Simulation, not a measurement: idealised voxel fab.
process module | voxel released beams
cross-section cut | 155 nm wide | cells 5 nm
A cross-section is a grid of square cells, given in bands from the top down. A band is one or more rows of cells.
Each band's line starts with the height of the band's top and of its bottom, in nm. Then come its materials from left to right, each with its width in nm. One material with "throughout" fills the band from edge to edge. "air" is empty space.
Height 0 is the level under which the wafer as received is all one material. The lowest band goes on downwards, as in "0 down".
A width such as "30 to 40" changes by the same amount from each row of cells to the next, from the band's top row to its bottom row.
"no change" after a step means that no cell of the cross-section changed.
closed voids: empty space of 8 cells or more with no open way to the top, each as width x height at its distance from the left edge, in nm
after a step's settings: what the simulator itself notes on the step
overlay nm, on a step with a mask: how far to the right of its planned place the mask lay; to the left if negative
plan
1 op RECEIVE | material Si
2 op CONFORMAL_DEP | material SiN | thk nm 10
3 op DIRECTIONAL_DEP | material SiO2 | thk nm 20
4 op PATTERN | tone open | mask id ANCHOR | material resist | width nm 45 | thk nm 20 | overlay nm 0
5 op DIRECTIONAL_ETCH | etch materials SiO2 | depth nm 20
6 op STRIP | etch materials resist
7 op CONFORMAL_DEP | material TiN | thk nm 15
8 op MASKED_ETCH | tone cover | mask id BEAM | width nm 110 | etch materials TiN | depth nm 15 | overlay nm 0
9 op STRIP | etch materials SiO2
as received, after step 1
  0 down: Si throughout
  closed voids: none
first wafer at the end, as planned
  45 to 30: air 20 | TiN 20 | air 15 | TiN 75 | air 25
  30 to 25: air 25 | TiN 15 | air 15 | TiN 15 | air 85
  25 to 10: air 25 | TiN 45 | air 85
  10 to 0: SiN throughout
  0 down: Si throughout
  closed voids: none
second wafer at the end: like start, like plan, one mistake
  45 to 30: air 20 | TiN 110 | air 25
  30 to 20: SiN throughout
  20 to 0: SiO2 throughout
  0 down: Si throughout
  closed voids: none
what went wrong: steps 2 and 3 were swapped
at the end the second wafer has, in cells: 124 more of SiO2 | 24 fewer of TiN
